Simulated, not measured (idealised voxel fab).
The following process module bears the name voxel self aligned vias.
Xsec cut, 190 nm wide, square cell size 5 nm.
Bands, listed from the top down, are how a cross-section gets written in this document; the cross-section itself is a grid of square cells, and a band is one or more rows of them.
Band: top and bottom heights (nm) first, top before bottom; then materials from left to right, widths in nm. "throughout" marks a sole material filling the band edge to edge. "air" denotes empty space.
Heights are reckoned from 0. Under this level, the received wafer is all of one material. The bottommost band is open-ended downward, for example "0..down".
Read "30->40" as a graded width: first number on top, second number at the bottom, same change between each pair of neighbouring rows.
"changes: none" for a step: no cell of the cross-section changed in that step.
Any empty space of 8 cells or more lacking an open way to the top shows up in "Entrapped void list" as width x height at distance, distance from the left edge, in nm.
Text after the settings on a step's line: the simulator's own remark on that step.
If you see "overlay nm" on a step's line and that step has a mask, it's telling you how far right of where it was planned the mask ended up; a negative number means it went left instead.

# Here's what the planned process steps look like
1. RECEIVE, material Si
2. CONFORMAL_DEP, material SiO2, thk nm 10
3. CONFORMAL_DEP, material SiCN, thk nm 5
4. DIRECTIONAL_DEP, material lowk, thk nm 20
5. PATTERN, tone open, mask id LINES, material resist, width nm 20, pitch nm 55, thk nm 20, overlay nm 0
6. DIRECTIONAL_ETCH, etch materials lowk, depth nm 20
7. STRIP, etch materials resist
8. CONFORMAL_DEP, material TiN, thk nm 5
9. FILL_DEP, material W, thk nm 10
10. CMP, height nm 35
11. SELECTIVE_ETCH, etch materials W Ru TiN, depth nm 10
12. FILL_DEP, material SiN, thk nm 10
13. CMP, height nm 35
14. DIRECTIONAL_DEP, material lowk, thk nm 15
15. DIRECTIONAL_DEP, material aC, thk nm 15
16. PATTERN, tone open, mask id VIAS, material resist, width nm 30, pitch nm 55, thk nm 30, overlay nm 0
17. DIRECTIONAL_ETCH, etch materials aC, depth nm 15
18. STRIP, etch materials resist
19. DIRECTIONAL_ETCH, etch materials lowk, depth nm 15
20. DIRECTIONAL_ETCH, etch materials SiN, depth nm 10
21. STRIP, etch materials aC
22. CONFORMAL_DEP, material TiN, thk nm 5
23. FILL_DEP, material W, thk nm 10
24. CMP, height nm 50
25. CONFORMAL_DEP, material SiCN, thk nm 5

# Cross-sectional view of the wafer in its as-received condition, corresponding to the state after step 1
  0..down: Si throughout
  Entrapped void list: none

# Final wafer profile in cross-section after the module, from the same start and plan as above, with one mistake made during processing
  55..50: SiCN throughout
  50..40: lowk=30 | TiN=5 | W=20 | TiN=5 | lowk=25 | TiN=5 | W=20 | TiN=5 | lowk=25 | TiN=5 | W=20 | TiN=5 | lowk=20
  40..30: lowk=30 | TiN=5 | W=10 | TiN=15->5 | lowk=25->35 | TiN=5 | W=10 | TiN=15->5 | lowk=25->35 | TiN=5 | W=10 | TiN=15->5 | lowk=20->30
  30..25: lowk=30 | TiN=20 | lowk=35 | TiN=20 | lowk=35 | TiN=20 | lowk=30
  25..20: lowk=30 | TiN=5 | W=10 | TiN=5 | lowk=35 | TiN=5 | W=10 | TiN=5 | lowk=35 | TiN=5 | W=10 | TiN=5 | lowk=30
  20..15: lowk=30 | TiN=20 | lowk=35 | TiN=20 | lowk=35 | TiN=20 | lowk=30
  15..10: SiCN throughout
  10..0: SiO2 throughout
  0..down: Si throughout
  Entrapped void list: none
Deviation noted in wafer processing: so step 16 ended up running with a different setting than we planned, it ran as PATTERN, tone open, mask id VIAS, material resist, width nm 30, pitch nm 55, thk nm 30, overlay nm 5
